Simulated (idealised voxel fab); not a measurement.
Documented hereafter: the process module known as voxel self aligned contacts.
Cross-section cut spans 175 nm and uses square cells 5 nm in size.
Cross-section format: a grid of square cells, given as bands from top to bottom; each band is one or more rows of cells. Band entry format. Leading values: height of top, height of bottom, nm. Remainder: materials in left-to-right order, each with its width in nm. Special words: "full width" on a single material, which then fills the band edge to edge; "blank", empty space. We count height from 0. Below that, the starting wafer is all one material. The lowest band never ends at the bottom but goes on down; see "z 0 and below" for how that is written. A width given as "30 to 40" starts at the first number in the band's top row and ends at the second number in its bottom row, shifting by an equal amount at every step from row to row. Any step labelled "changes: none" changed none of the cells in the cross-section. "Enclosed void inventory" specifies each empty space that is not open to the top and that occupies no fewer than 8 cells, using the form width x height at distance, the distance measured from the left edge and all three quantities in nm. Heads up: the bit after the settings on a step's line is the simulator's remark on that step. overlay nm: right-of-plan distance of the mask on a masked step; negative values mean left-of-plan. Below you will find pairs of cross-sections. In each, one shows the wafer before one process step and the other after it, with the after view ending at the lowest band that changed. Under each pair is the step separating them, along with its settings. Do not assume the pairs form a chain: they can come from different runs of this module on the same starting wafer, and a pair continues from the pair above it only when its "Pre-step profile" entry says so.

Pre-step profile
	z 0 and below = Si full width
	Enclosed void inventory: none

As Processed
	z 5 to 0 = SiO2 full width
	Beneath the level 0, the cross-section is identical to its previous state.
	Enclosed void inventory: none
Going from the before section above to the after section, the step was CONFORMAL_DEP, material SiO2, thk nm 5

Pre-step profile: The cross-section prior to this step is the one presented after the step of the pair immediately above.

As Processed
	z 30 to 5 = polySi full width
	Beneath the level 5, the cross-section is identical to its previous state.
	Enclosed void inventory: none
Going from the before section above to the after section, the step was DIRECTIONAL_DEP, material polySi, thk nm 25

Pre-step profile: The cross-section prior to this step is the one presented after the step of the pair immediately above.

As Processed
	z 45 to 30 = SiN full width
	Beneath the level 30, the cross-section is identical to its previous state.
	Enclosed void inventory: none
Going from the before section above to the after section, the step was DIRECTIONAL_DEP, material SiN, thk nm 15

Pre-step profile: The cross-section prior to this step is the one presented after the step of the pair immediately above.

As Processed
	z 55 to 45 = aC full width
	Beneath the level 45, the cross-section is identical to its previous state.
	Enclosed void inventory: none
Going from the before section above to the after section, the step was DIRECTIONAL_DEP, material aC, thk nm 10

Pre-step profile: The cross-section prior to this step is the one presented after the step of the pair immediately above.

As Processed
	z 85 to 55 = 40 blank, then 30 resist, then 30 blank, then 30 resist, then 45 blank
	Beneath the level 55, the cross-section is identical to its previous state.
	Enclosed void inventory: none
Going from the before section above to the after section, the step was PATTERN, tone cover, mask id GATE, material resist, width nm 30, pitch nm 60, thk nm 30, overlay nm 0

Pre-step profile: The cross-section prior to this step is the one presented after the step of the pair immediately above.

As Processed
	z 75 to 55 = 40 blank, then 30 resist, then 30 blank, then 30 resist, then 45 blank
	z 55 to 45 = 40 blank, then 30 aC, then 30 blank, then 30 aC, then 45 blank
	Beneath the level 45, the cross-section is identical to its previous state.
	Enclosed void inventory: none
Going from the before section above to the after section, the step was DIRECTIONAL_ETCH, etch materials aC, depth nm 10

Pre-step profile: The cross-section prior to this step is the one presented after the step of the pair immediately above.

As Processed
	z 55 to 45 = 40 blank, then 30 aC, then 30 blank, then 30 aC, then 45 blank
	Beneath the level 45, the cross-section is identical to its previous state.
	Enclosed void inventory: none
Going from the before section above to the after section, the step was STRIP, etch materials resist

Pre-step profile: The cross-section prior to this step is the one presented after the step of the pair immediately above.

As Processed
	z 55 to 45 = 40 blank, then 30 aC, then 30 blank, then 30 aC, then 45 blank
	z 45 to 30 = 40 blank, then 30 SiN, then 30 blank, then 30 SiN, then 45 blank
	Beneath the level 30, the cross-section is identical to its previous state.
	Enclosed void inventory: none
Going from the before section above to the after section, the step was DIRECTIONAL_ETCH, etch materials SiN, depth nm 15

Pre-step profile: The cross-section prior to this step is the one presented after the step of the pair immediately above.

As Processed
	z 55 to 45 = 40 blank, then 30 aC, then 30 blank, then 30 aC, then 45 blank
	z 45 to 30 = 40 blank, then 30 SiN, then 30 blank, then 30 SiN, then 45 blank
	z 30 to 5 = 40 blank, then 30 polySi, then 30 blank, then 30 polySi, then 45 blank
	Beneath the level 5, the cross-section is identical to its previous state.
	Enclosed void inventory: none
Going from the before section above to the after section, the step was DIRECTIONAL_ETCH, etch materials polySi, depth nm 25

Pre-step profile: The cross-section prior to this step is the one presented after the step of the pair immediately above.

As Processed
	z 45 to 30 = 40 blank, then 30 SiN, then 30 blank, then 30 SiN, then 45 blank
	Beneath the level 30, the cross-section is identical to its previous state.
	Enclosed void inventory: none
Going from the before section above to the after section, the step was STRIP, etch materials aC

Pre-step profile: The cross-section prior to this step is the one presented after the step of the pair immediately above.

As Processed
	z 50 to 30 = 35 blank, then 40 SiN, then 20 blank, then 40 SiN, then 40 blank
	z 30 to 10 = 35 blank, then 5 SiN, then 30 polySi, then 5 SiN, then 20 blank, then 5 SiN, then 30 polySi, then 5 SiN, then 40 blank
	z 10 to 5 = 40 SiN, then 30 polySi, then 30 SiN, then 30 polySi, then 45 SiN
	Beneath the level 5, the cross-section is identical to its previous state.
	Enclosed void inventory: none
Going from the before section above to the after section, the step was CONFORMAL_DEP, material SiN, thk nm 5

Pre-step profile: The cross-section prior to this step is the one presented after the step of the pair immediately above.

As Processed
	z 45 to 30 = 35 blank, then 40 SiN, then 20 blank, then 40 SiN, then 40 blank
	z 30 to 5 = 35 blank, then 5 SiN, then 30 polySi, then 5 SiN, then 20 blank, then 5 SiN, then 30 polySi, then 5 SiN, then 40 blank
	Beneath the level 5, the cross-section is identical to its previous state.
	Enclosed void inventory: none
Going from the before section above to the after section, the step was DIRECTIONAL_ETCH, etch materials SiN, depth nm 5

Pre-step profile: The cross-section prior to this step is the one presented after the step of the pair immediately above.

As Processed
	z 60 to 45 = SiO2 full width
	z 45 to 30 = 35 SiO2, then 40 SiN, then 20 SiO2, then 40 SiN, then 40 SiO2
	z 30 to 5 = 35 SiO2, then 5 SiN, then 30 polySi, then 5 SiN, then 20 SiO2, then 5 SiN, then 30 polySi, then 5 SiN, then 40 SiO2
	Beneath the level 5, the cross-section is identical to its previous state.
	Enclosed void inventory: none
Going from the before section above to the after section, the step was FILL_DEP, material SiO2, thk nm 15

Pre-step profile: The cross-section prior to this step is the one presented after the step of the pair immediately above.

As Processed
	z 55 to 45 = SiO2 full width
	Beneath the level 45, the cross-section is identical to its previous state.
	Enclosed void inventory: none
Going from the before section above to the after section, the step was CMP, height nm 55

Pre-step profile: The cross-section prior to this step is the one presented after the step of the pair immediately above.

As Processed
	z 65 to 55 = aC full width
	Beneath the level 55, the cross-section is identical to its previous state.
	Enclosed void inventory: none
Going from the before section above to the after section, the step was DIRECTIONAL_DEP, material aC, thk nm 10

Pre-step profile: The cross-section prior to this step is the one presented after the step of the pair immediately above.

As Processed
	z 95 to 65 = 65 resist, then 40 blank, then 70 resist
	Beneath the level 65, the cross-section is identical to its previous state.
	Enclosed void inventory: none
Going from the before section above to the after section, the step was PATTERN, tone open, mask id CONTACT, material resist, width nm 40, thk nm 30, overlay nm 0

Pre-step profile: The cross-section prior to this step is the one presented after the step of the pair immediately above.

As Processed
	z 85 to 65 = 65 resist, then 40 blank, then 70 resist
	z 65 to 55 = 65 aC, then 40 blank, then 70 aC
	Beneath the level 55, the cross-section is identical to its previous state.
	Enclosed void inventory: none
Going from the before section above to the after section, the step was DIRECTIONAL_ETCH, etch materials aC, depth nm 10

Pre-step profile: The cross-section prior to this step is the one presented after the step of the pair immediately above.

As Processed
	z 65 to 55 = 65 aC, then 40 blank, then 70 aC
	Beneath the level 55, the cross-section is identical to its previous state.
	Enclosed void inventory: none
Going from the before section above to the after section, the step was STRIP, etch materials resist

Pre-step profile: The cross-section prior to this step is the one presented after the step of the pair immediately above.

As Processed
	z 65 to 55 = 65 aC, then 40 blank, then 70 aC
	z 55 to 45 = 65 SiO2, then 40 blank, then 70 SiO2
	z 45 to 30 = 35 SiO2, then 40 SiN, then 20 blank, then 40 SiN, then 40 SiO2
	z 30 to 5 = 35 SiO2, then 5 SiN, then 30 polySi, then 5 SiN, then 20 blank, then 5 SiN, then 30 polySi, then 5 SiN, then 40 SiO2
	z 5 to 0 = 75 SiO2, then 20 blank, then 80 SiO2
	Beneath the level 0, the cross-section is identical to its previous state.
	Enclosed void inventory: none
Going from the before section above to the after section, the step was DIRECTIONAL_ETCH, etch materials SiO2, depth nm 55

Pre-step profile: The cross-section prior to this step is the one presented after the step of the pair immediately above.

As Processed
	z 55 to 45 = 65 SiO2, then 40 blank, then 70 SiO2
	Beneath the level 45, the cross-section is identical to its previous state.
	Enclosed void inventory: none
Going from the before section above to the after section, the step was STRIP, etch materials aC

Pre-step profile: The cross-section prior to this step is the one presented after the step of the pair immediately above.

As Processed
	z 60 to 55 = 70 TiN, then 30 blank, then 75 TiN
	z 55 to 45 = 65 SiO2, then 5 to 15 TiN, then 30 to 10 blank, then 5 to 15 TiN, then 70 SiO2
	z 45 to 30 = 35 SiO2, then 40 SiN, then 5 TiN, then 10 blank, then 5 TiN, then 40 SiN, then 40 SiO2
	z 30 to 5 = 35 SiO2, then 5 SiN, then 30 polySi, then 5 SiN, then 5 TiN, then 10 blank, then 5 TiN, then 5 SiN, then 30 polySi, then 5 SiN, then 40 SiO2
	z 5 to 0 = 75 SiO2, then 20 TiN, then 80 SiO2
	Beneath the level 0, the cross-section is identical to its previous state.
	Enclosed void inventory: none
Going from the before section above to the after section, the step was CONFORMAL_DEP, material TiN, thk nm 5

Pre-step profile: The cross-section prior to this step is the one presented after the step of the pair immediately above.

As Processed
	z 65 to 60 = Ru full width
	z 60 to 55 = 70 TiN, then 30 Ru, then 75 TiN
	z 55 to 45 = 65 SiO2, then 5 to 15 TiN, then 30 to 10 Ru, then 5 to 15 TiN, then 70 SiO2
	z 45 to 30 = 35 SiO2, then 40 SiN, then 5 TiN, then 10 Ru, then 5 TiN, then 40 SiN, then 40 SiO2
	z 30 to 5 = 35 SiO2, then 5 SiN, then 30 polySi, then 5 SiN, then 5 TiN, then 10 Ru, then 5 TiN, then 5 SiN, then 30 polySi, then 5 SiN, then 40 SiO2
	Beneath the level 5, the cross-section is identical to its previous state.
	Enclosed void inventory: none
Going from the before section above to the after section, the step was FILL_DEP, material Ru, thk nm 5

Pre-step profile: The cross-section prior to this step is the one presented after the step of the pair immediately above.

As Processed
	z 55 to 45 = 65 SiO2, then 5 to 15 TiN, then 30 to 10 Ru, then 5 to 15 TiN, then 70 SiO2
	Beneath the level 45, the cross-section is identical to its previous state.
	Enclosed void inventory: none
Going from the before section above to the after section, the step was CMP, height nm 55

Pre-step profile: The cross-section prior to this step is the one presented after the step of the pair immediately above.

As Processed
	z 60 to 55 = SiCN full width
	Beneath the level 55, the cross-section is identical to its previous state.
	Enclosed void inventory: none
Going from the before section above to the after section, the step was CONFORMAL_DEP, material SiCN, thk nm 5

Pre-step profile
	z 0 and below = Si full width
	Enclosed void inventory: none

As Processed
	z 25 to 0 = polySi full width
	Beneath the level 0, the cross-section is identical to its previous state.
	Enclosed void inventory: none
Going from the before section above to the after section, the step was DIRECTIONAL_DEP, material polySi, thk nm 25

Pre-step profile: The cross-section prior to this step is the one presented after the step of the pair immediately above.

As Processed
	z 40 to 25 = SiN full width
	Beneath the level 25, the cross-section is identical to its previous state.
	Enclosed void inventory: none
Going from the before section above to the after section, the step was DIRECTIONAL_DEP, material SiN, thk nm 15

Pre-step profile: The cross-section prior to this step is the one presented after the step of the pair immediately above.

As Processed
	z 50 to 40 = aC full width
	Beneath the level 40, the cross-section is identical to its previous state.
	Enclosed void inventory: none
Going from the before section above to the after section, the step was DIRECTIONAL_DEP, material aC, thk nm 10

Pre-step profile: The cross-section prior to this step is the one presented after the step of the pair immediately above.

As Processed
	z 80 to 50 = 40 blank, then 30 resist, then 30 blank, then 30 resist, then 45 blank
	Beneath the level 50, the cross-section is identical to its previous state.
	Enclosed void inventory: none
Going from the before section above to the after section, the step was PATTERN, tone cover, mask id GATE, material resist, width nm 30, pitch nm 60, thk nm 30, overlay nm 0

Pre-step profile: The cross-section prior to this step is the one presented after the step of the pair immediately above.

As Processed
	z 70 to 50 = 40 blank, then 30 resist, then 30 blank, then 30 resist, then 45 blank
	z 50 to 40 = 40 blank, then 30 aC, then 30 blank, then 30 aC, then 45 blank
	Beneath the level 40, the cross-section is identical to its previous state.
	Enclosed void inventory: none
Going from the before section above to the after section, the step was DIRECTIONAL_ETCH, etch materials aC, depth nm 10

Pre-step profile: The cross-section prior to this step is the one presented after the step of the pair immediately above.

As Processed
	z 50 to 40 = 40 blank, then 30 aC, then 30 blank, then 30 aC, then 45 blank
	Beneath the level 40, the cross-section is identical to its previous state.
	Enclosed void inventory: none
Going from the before section above to the after section, the step was STRIP, etch materials resist

Pre-step profile: The cross-section prior to this step is the one presented after the step of the pair immediately above.

As Processed
	z 50 to 40 = 40 blank, then 30 aC, then 30 blank, then 30 aC, then 45 blank
	z 40 to 25 = 40 blank, then 30 SiN, then 30 blank, then 30 SiN, then 45 blank
	Beneath the level 25, the cross-section is identical to its previous state.
	Enclosed void inventory: none
Going from the before section above to the after section, the step was DIRECTIONAL_ETCH, etch materials SiN, depth nm 15

Pre-step profile: The cross-section prior to this step is the one presented after the step of the pair immediately above.

As Processed
	z 50 to 40 = 40 blank, then 30 aC, then 30 blank, then 30 aC, then 45 blank
	z 40 to 25 = 40 blank, then 30 SiN, then 30 blank, then 30 SiN, then 45 blank
	z 25 to 0 = 40 blank, then 30 polySi, then 30 blank, then 30 polySi, then 45 blank
	Beneath the level 0, the cross-section is identical to its previous state.
	Enclosed void inventory: none
Going from the before section above to the after section, the step was DIRECTIONAL_ETCH, etch materials polySi, depth nm 25

Pre-step profile: The cross-section prior to this step is the one presented after the step of the pair immediately above.

As Processed
	z 40 to 25 = 40 blank, then 30 SiN, then 30 blank, then 30 SiN, then 45 blank
	Beneath the level 25, the cross-section is identical to its previous state.
	Enclosed void inventory: none
Going from the before section above to the after section, the step was STRIP, etch materials aC

Pre-step profile: The cross-section prior to this step is the one presented after the step of the pair immediately above.

As Processed
	z 45 to 25 = 35 blank, then 40 SiN, then 20 blank, then 40 SiN, then 40 blank
	z 25 to 5 = 35 blank, then 5 SiN, then 30 polySi, then 5 SiN, then 20 blank, then 5 SiN, then 30 polySi, then 5 SiN, then 40 blank
	z 5 to 0 = 40 SiN, then 30 polySi, then 30 SiN, then 30 polySi, then 45 SiN
	Beneath the level 0, the cross-section is identical to its previous state.
	Enclosed void inventory: none
Going from the before section above to the after section, the step was CONFORMAL_DEP, material SiN, thk nm 5

Pre-step profile: The cross-section prior to this step is the one presented after the step of the pair immediately above.

As Processed
	z 40 to 25 = 35 blank, then 40 SiN, then 20 blank, then 40 SiN, then 40 blank
	z 25 to 0 = 35 blank, then 5 SiN, then 30 polySi, then 5 SiN, then 20 blank, then 5 SiN, then 30 polySi, then 5 SiN, then 40 blank
	Beneath the level 0, the cross-section is identical to its previous state.
	Enclosed void inventory: none
Going from the before section above to the after section, the step was DIRECTIONAL_ETCH, etch materials SiN, depth nm 5

Pre-step profile: The cross-section prior to this step is the one presented after the step of the pair immediately above.

As Processed
	z 55 to 40 = SiO2 full width
	z 40 to 25 = 35 SiO2, then 40 SiN, then 20 SiO2, then 40 SiN, then 40 SiO2
	z 25 to 0 = 35 SiO2, then 5 SiN, then 30 polySi, then 5 SiN, then 20 SiO2, then 5 SiN, then 30 polySi, then 5 SiN, then 40 SiO2
	Beneath the level 0, the cross-section is identical to its previous state.
	Enclosed void inventory: none
Going from the before section above to the after section, the step was FILL_DEP, material SiO2, thk nm 15

Pre-step profile: The cross-section prior to this step is the one presented after the step of the pair immediately above.

As Processed
	z 65 to 55 = aC full width
	Beneath the level 55, the cross-section is identical to its previous state.
	Enclosed void inventory: none
Going from the before section above to the after section, the step was DIRECTIONAL_DEP, material aC, thk nm 10

Pre-step profile: The cross-section prior to this step is the one presented after the step of the pair immediately above.

As Processed
	z 95 to 65 = 65 resist, then 40 blank, then 70 resist
	Beneath the level 65, the cross-section is identical to its previous state.
	Enclosed void inventory: none
Going from the before section above to the after section, the step was PATTERN, tone open, mask id CONTACT, material resist, width nm 40, thk nm 30, overlay nm 0

Pre-step profile: The cross-section prior to this step is the one presented after the step of the pair immediately above.

As Processed
	z 85 to 65 = 65 resist, then 40 blank, then 70 resist
	z 65 to 55 = 65 aC, then 40 blank, then 70 aC
	Beneath the level 55, the cross-section is identical to its previous state.
	Enclosed void inventory: none
Going from the before section above to the after section, the step was DIRECTIONAL_ETCH, etch materials aC, depth nm 10

Pre-step profile: The cross-section prior to this step is the one presented after the step of the pair immediately above.

As Processed
	z 65 to 55 = 65 aC, then 40 blank, then 70 aC
	Beneath the level 55, the cross-section is identical to its previous state.
	Enclosed void inventory: none
Going from the before section above to the after section, the step was STRIP, etch materials resist

Pre-step profile: The cross-section prior to this step is the one presented after the step of the pair immediately above.

As Processed
	z 65 to 55 = 65 aC, then 40 blank, then 70 aC
	z 55 to 40 = 65 SiO2, then 40 blank, then 70 SiO2
	z 40 to 25 = 35 SiO2, then 40 SiN, then 20 blank, then 40 SiN, then 40 SiO2
	z 25 to 0 = 35 SiO2, then 5 SiN, then 30 polySi, then 5 SiN, then 20 blank, then 5 SiN, then 30 polySi, then 5 SiN, then 40 SiO2
	Beneath the level 0, the cross-section is identical to its previous state.
	Enclosed void inventory: none
Going from the before section above to the after section, the step was DIRECTIONAL_ETCH, etch materials SiO2, depth nm 55

Pre-step profile: The cross-section prior to this step is the one presented after the step of the pair immediately above.

As Processed
	z 55 to 40 = 65 SiO2, then 40 blank, then 70 SiO2
	Beneath the level 40, the cross-section is identical to its previous state.
	Enclosed void inventory: none
Going from the before section above to the after section, the step was STRIP, etch materials aC

Pre-step profile: The cross-section prior to this step is the one presented after the step of the pair immediately above.

As Processed
	z 60 to 55 = 70 TiN, then 30 blank, then 75 TiN
	z 55 to 45 = 65 SiO2, then 5 TiN, then 30 blank, then 5 TiN, then 70 SiO2
	z 45 to 40 = 65 SiO2, then 15 TiN, then 10 blank, then 15 TiN, then 70 SiO2
	z 40 to 25 = 35 SiO2, then 40 SiN, then 5 TiN, then 10 blank, then 5 TiN, then 40 SiN, then 40 SiO2
	z 25 to 5 = 35 SiO2, then 5 SiN, then 30 polySi, then 5 SiN, then 5 TiN, then 10 blank, then 5 TiN, then 5 SiN, then 30 polySi, then 5 SiN, then 40 SiO2
	z 5 to 0 = 35 SiO2, then 5 SiN, then 30 polySi, then 5 SiN, then 20 TiN, then 5 SiN, then 30 polySi, then 5 SiN, then 40 SiO2
	Beneath the level 0, the cross-section is identical to its previous state.
	Enclosed void inventory: none
Going from the before section above to the after section, the step was CONFORMAL_DEP, material TiN, thk nm 5

Pre-step profile: The cross-section prior to this step is the one presented after the step of the pair immediately above.

As Processed
	z 65 to 60 = Ru full width
	z 60 to 55 = 70 TiN, then 30 Ru, then 75 TiN
	z 55 to 45 = 65 SiO2, then 5 TiN, then 30 Ru, then 5 TiN, then 70 SiO2
	z 45 to 40 = 65 SiO2, then 15 TiN, then 10 Ru, then 15 TiN, then 70 SiO2
	z 40 to 25 = 35 SiO2, then 40 SiN, then 5 TiN, then 10 Ru, then 5 TiN, then 40 SiN, then 40 SiO2
	z 25 to 5 = 35 SiO2, then 5 SiN, then 30 polySi, then 5 SiN, then 5 TiN, then 10 Ru, then 5 TiN, then 5 SiN, then 30 polySi, then 5 SiN, then 40 SiO2
	Beneath the level 5, the cross-section is identical to its previous state.
	Enclosed void inventory: none
Going from the before section above to the after section, the step was FILL_DEP, material Ru, thk nm 5

Pre-step profile: The cross-section prior to this step is the one presented after the step of the pair immediately above.

As Processed
	z 55 to 45 = 65 SiO2, then 5 TiN, then 30 Ru, then 5 TiN, then 70 SiO2
	Beneath the level 45, the cross-section is identical to its previous state.
	Enclosed void inventory: none
Going from the before section above to the after section, the step was CMP, height nm 55

Pre-step profile: The cross-section prior to this step is the one presented after the step of the pair immediately above.

As Processed
	z 60 to 55 = SiCN full width
	Beneath the level 55, the cross-section is identical to its previous state.
	Enclosed void inventory: none
Going from the before section above to the after section, the step was CONFORMAL_DEP, material SiCN, thk nm 5

Pre-step profile
	z 45 to 30 = SiN full width
	z 30 to 5 = polySi full width
	z 5 to 0 = SiO2 full width
	z 0 and below = Si full width
	Enclosed void inventory: none

As Processed
	z 60 to 30 = SiN full width
	Beneath the level 30, the cross-section is identical to its previous state.
	Enclosed void inventory: none
Going from the before section above to the after section, the step was DIRECTIONAL_DEP, material SiN, thk nm 15

Pre-step profile: The cross-section prior to this step is the one presented after the step of the pair immediately above.

As Processed
	z 70 to 60 = aC full width
	Beneath the level 60, the cross-section is identical to its previous state.
	Enclosed void inventory: none
Going from the before section above to the after section, the step was DIRECTIONAL_DEP, material aC, thk nm 10

Pre-step profile: The cross-section prior to this step is the one presented after the step of the pair immediately above.

As Processed
	z 100 to 70 = 40 blank, then 30 resist, then 30 blank, then 30 resist, then 45 blank
	Beneath the level 70, the cross-section is identical to its previous state.
	Enclosed void inventory: none
Going from the before section above to the after section, the step was PATTERN, tone cover, mask id GATE, material resist, width nm 30, pitch nm 60, thk nm 30, overlay nm 0

Pre-step profile: The cross-section prior to this step is the one presented after the step of the pair immediately above.

As Processed
	z 90 to 70 = 40 blank, then 30 resist, then 30 blank, then 30 resist, then 45 blank
	z 70 to 60 = 40 blank, then 30 aC, then 30 blank, then 30 aC, then 45 blank
	Beneath the level 60, the cross-section is identical to its previous state.
	Enclosed void inventory: none
Going from the before section above to the after section, the step was DIRECTIONAL_ETCH, etch materials aC, depth nm 10

Pre-step profile: The cross-section prior to this step is the one presented after the step of the pair immediately above.

As Processed
	z 70 to 60 = 40 blank, then 30 aC, then 30 blank, then 30 aC, then 45 blank
	Beneath the level 60, the cross-section is identical to its previous state.
	Enclosed void inventory: none
Going from the before section above to the after section, the step was STRIP, etch materials resist

Pre-step profile: The cross-section prior to this step is the one presented after the step of the pair immediately above.

As Processed
	z 70 to 60 = 40 blank, then 30 aC, then 30 blank, then 30 aC, then 45 blank
	z 60 to 45 = 40 blank, then 30 SiN, then 30 blank, then 30 SiN, then 45 blank
	Beneath the level 45, the cross-section is identical to its previous state.
	Enclosed void inventory: none
Going from the before section above to the after section, the step was DIRECTIONAL_ETCH, etch materials SiN, depth nm 15

Pre-step profile: The cross-section prior to this step is the one presented after the step of the pair immediately above.

As Processed
	z 60 to 45 = 40 blank, then 30 SiN, then 30 blank, then 30 SiN, then 45 blank
	Beneath the level 45, the cross-section is identical to its previous state.
	Enclosed void inventory: none
Going from the before section above to the after section, the step was STRIP, etch materials aC

Pre-step profile: The cross-section prior to this step is the one presented after the step of the pair immediately above.

As Processed
	z 65 to 50 = 35 blank, then 40 SiN, then 20 blank, then 40 SiN, then 40 blank
	z 50 to 30 = SiN full width
	Beneath the level 30, the cross-section is identical to its previous state.
	Enclosed void inventory: none
Going from the before section above to the after section, the step was CONFORMAL_DEP, material SiN, thk nm 5

Pre-step profile: The cross-section prior to this step is the one presented after the step of the pair immediately above.

As Processed
	z 60 to 45 = 35 blank, then 40 SiN, then 20 blank, then 40 SiN, then 40 blank
	Beneath the level 45, the cross-section is identical to its previous state.
	Enclosed void inventory: none
Going from the before section above to the after section, the step was DIRECTIONAL_ETCH, etch materials SiN, depth nm 5

Pre-step profile: The cross-section prior to this step is the one presented after the step of the pair immediately above.

As Processed
	z 75 to 60 = SiO2 full width
	z 60 to 45 = 35 SiO2, then 40 SiN, then 20 SiO2, then 40 SiN, then 40 SiO2
	Beneath the level 45, the cross-section is identical to its previous state.
	Enclosed void inventory: none
Going from the before section above to the after section, the step was FILL_DEP, material SiO2, thk nm 15

Pre-step profile: The cross-section prior to this step is the one presented after the step of the pair immediately above.

As Processed
	z 55 to 45 = 35 SiO2, then 40 SiN, then 20 SiO2, then 40 SiN, then 40 SiO2
	Beneath the level 45, the cross-section is identical to its previous state.
	Enclosed void inventory: none
Going from the before section above to the after section, the step was CMP, height nm 55

Pre-step profile: The cross-section prior to this step is the one presented after the step of the pair immediately above.

As Processed
	z 65 to 55 = aC full width
	Beneath the level 55, the cross-section is identical to its previous state.
	Enclosed void inventory: none
Going from the before section above to the after section, the step was DIRECTIONAL_DEP, material aC, thk nm 10

Pre-step profile: The cross-section prior to this step is the one presented after the step of the pair immediately above.

As Processed
	z 95 to 65 = 65 resist, then 40 blank, then 70 resist
	Beneath the level 65, the cross-section is identical to its previous state.
	Enclosed void inventory: none
Going from the before section above to the after section, the step was PATTERN, tone open, mask id CONTACT, material resist, width nm 40, thk nm 30, overlay nm 0

Pre-step profile: The cross-section prior to this step is the one presented after the step of the pair immediately above.

As Processed
	z 85 to 65 = 65 resist, then 40 blank, then 70 resist
	z 65 to 55 = 65 aC, then 40 blank, then 70 aC
	Beneath the level 55, the cross-section is identical to its previous state.
	Enclosed void inventory: none
Going from the before section above to the after section, the step was DIRECTIONAL_ETCH, etch materials aC, depth nm 10

Pre-step profile: The cross-section prior to this step is the one presented after the step of the pair immediately above.

As Processed
	z 65 to 55 = 65 aC, then 40 blank, then 70 aC
	Beneath the level 55, the cross-section is identical to its previous state.
	Enclosed void inventory: none
Going from the before section above to the after section, the step was STRIP, etch materials resist

Pre-step profile: The cross-section prior to this step is the one presented after the step of the pair immediately above.

As Processed
	z 65 to 55 = 65 aC, then 40 blank, then 70 aC
	z 55 to 45 = 35 SiO2, then 40 SiN, then 20 blank, then 40 SiN, then 40 SiO2
	Beneath the level 45, the cross-section is identical to its previous state.
	Enclosed void inventory: none
Going from the before section above to the after section, the step was DIRECTIONAL_ETCH, etch materials SiO2, depth nm 55

Pre-step profile: The cross-section prior to this step is the one presented after the step of the pair immediately above.

As Processed
	z 55 to 45 = 35 SiO2, then 40 SiN, then 20 blank, then 40 SiN, then 40 SiO2
	Beneath the level 45, the cross-section is identical to its previous state.
	Enclosed void inventory: none
Going from the before section above to the after section, the step was STRIP, etch materials aC

Pre-step profile: The cross-section prior to this step is the one presented after the step of the pair immediately above.

As Processed
	z 60 to 55 = 80 TiN, then 10 blank, then 85 TiN
	z 55 to 50 = 35 SiO2, then 40 SiN, then 5 TiN, then 10 blank, then 5 TiN, then 40 SiN, then 40 SiO2
	z 50 to 45 = 35 SiO2, then 40 SiN, then 20 TiN, then 40 SiN, then 40 SiO2
	Beneath the level 45, the cross-section is identical to its previous state.
	Enclosed void inventory: none
Going from the before section above to the after section, the step was CONFORMAL_DEP, material TiN, thk nm 5

Pre-step profile: The cross-section prior to this step is the one presented after the step of the pair immediately above.

As Processed
	z 65 to 60 = Ru full width
	z 60 to 55 = 80 TiN, then 10 Ru, then 85 TiN
	z 55 to 50 = 35 SiO2, then 40 SiN, then 5 TiN, then 10 Ru, then 5 TiN, then 40 SiN, then 40 SiO2
	Beneath the level 50, the cross-section is identical to its previous state.
	Enclosed void inventory: none
Going from the before section above to the after section, the step was FILL_DEP, material Ru, thk nm 5

Pre-step profile: The cross-section prior to this step is the one presented after the step of the pair immediately above.

As Processed
	z 55 to 50 = 35 SiO2, then 40 SiN, then 5 TiN, then 10 Ru, then 5 TiN, then 40 SiN, then 40 SiO2
	Beneath the level 50, the cross-section is identical to its previous state.
	Enclosed void inventory: none
Going from the before section above to the after section, the step was CMP, height nm 55

Pre-step profile: The cross-section prior to this step is the one presented after the step of the pair immediately above.

As Processed
	z 60 to 55 = SiCN full width
	Beneath the level 55, the cross-section is identical to its previous state.
	Enclosed void inventory: none
Going from the before section above to the after section, the step was CONFORMAL_DEP, material SiCN, thk nm 5

Pre-step profile
	z 45 to 30 = 40 blank, then 30 SiN, then 30 blank, then 30 SiN, then 45 blank
	z 30 to 5 = 40 blank, then 30 polySi, then 30 blank, then 30 polySi, then 45 blank
	z 5 to 0 = SiO2 full width
	z 0 and below = Si full width
	Enclosed void inventory: none

As Processed
	z 40 to 30 = 40 blank, then 30 SiN, then 30 blank, then 30 SiN, then 45 blank
	Beneath the level 30, the cross-section is identical to its previous state.
	Enclosed void inventory: none
Going from the before section above to the after section, the step was DIRECTIONAL_ETCH, etch materials SiN, depth nm 5

Pre-step profile: The cross-section prior to this step is the one presented after the step of the pair immediately above.

As Processed
	z 45 to 30 = 35 blank, then 40 SiN, then 20 blank, then 40 SiN, then 40 blank
	z 30 to 10 = 35 blank, then 5 SiN, then 30 polySi, then 5 SiN, then 20 blank, then 5 SiN, then 30 polySi, then 5 SiN, then 40 blank
	z 10 to 5 = 40 SiN, then 30 polySi, then 30 SiN, then 30 polySi, then 45 SiN
	Beneath the level 5, the cross-section is identical to its previous state.
	Enclosed void inventory: none
Going from the before section above to the after section, the step was CONFORMAL_DEP, material SiN, thk nm 5

Pre-step profile: The cross-section prior to this step is the one presented after the step of the pair immediately above.

As Processed
	z 60 to 45 = SiO2 full width
	z 45 to 30 = 35 SiO2, then 40 SiN, then 20 SiO2, then 40 SiN, then 40 SiO2
	z 30 to 10 = 35 SiO2, then 5 SiN, then 30 polySi, then 5 SiN, then 20 SiO2, then 5 SiN, then 30 polySi, then 5 SiN, then 40 SiO2
	Beneath the level 10, the cross-section is identical to its previous state.
	Enclosed void inventory: none
Going from the before section above to the after section, the step was FILL_DEP, material SiO2, thk nm 15

Pre-step profile: The cross-section prior to this step is the one presented after the step of the pair immediately above.

As Processed
	z 55 to 45 = SiO2 full width
	Beneath the level 45, the cross-section is identical to its previous state.
	Enclosed void inventory: none
Going from the before section above to the after section, the step was CMP, height nm 55

Pre-step profile: The cross-section prior to this step is the one presented after the step of the pair immediately above.

As Processed
	z 65 to 55 = aC full width
	Beneath the level 55, the cross-section is identical to its previous state.
	Enclosed void inventory: none
Going from the before section above to the after section, the step was DIRECTIONAL_DEP, material aC, thk nm 10

Pre-step profile: The cross-section prior to this step is the one presented after the step of the pair immediately above.

As Processed
	z 95 to 65 = 65 resist, then 40 blank, then 70 resist
	Beneath the level 65, the cross-section is identical to its previous state.
	Enclosed void inventory: none
Going from the before section above to the after section, the step was PATTERN, tone open, mask id CONTACT, material resist, width nm 40, thk nm 30, overlay nm 0
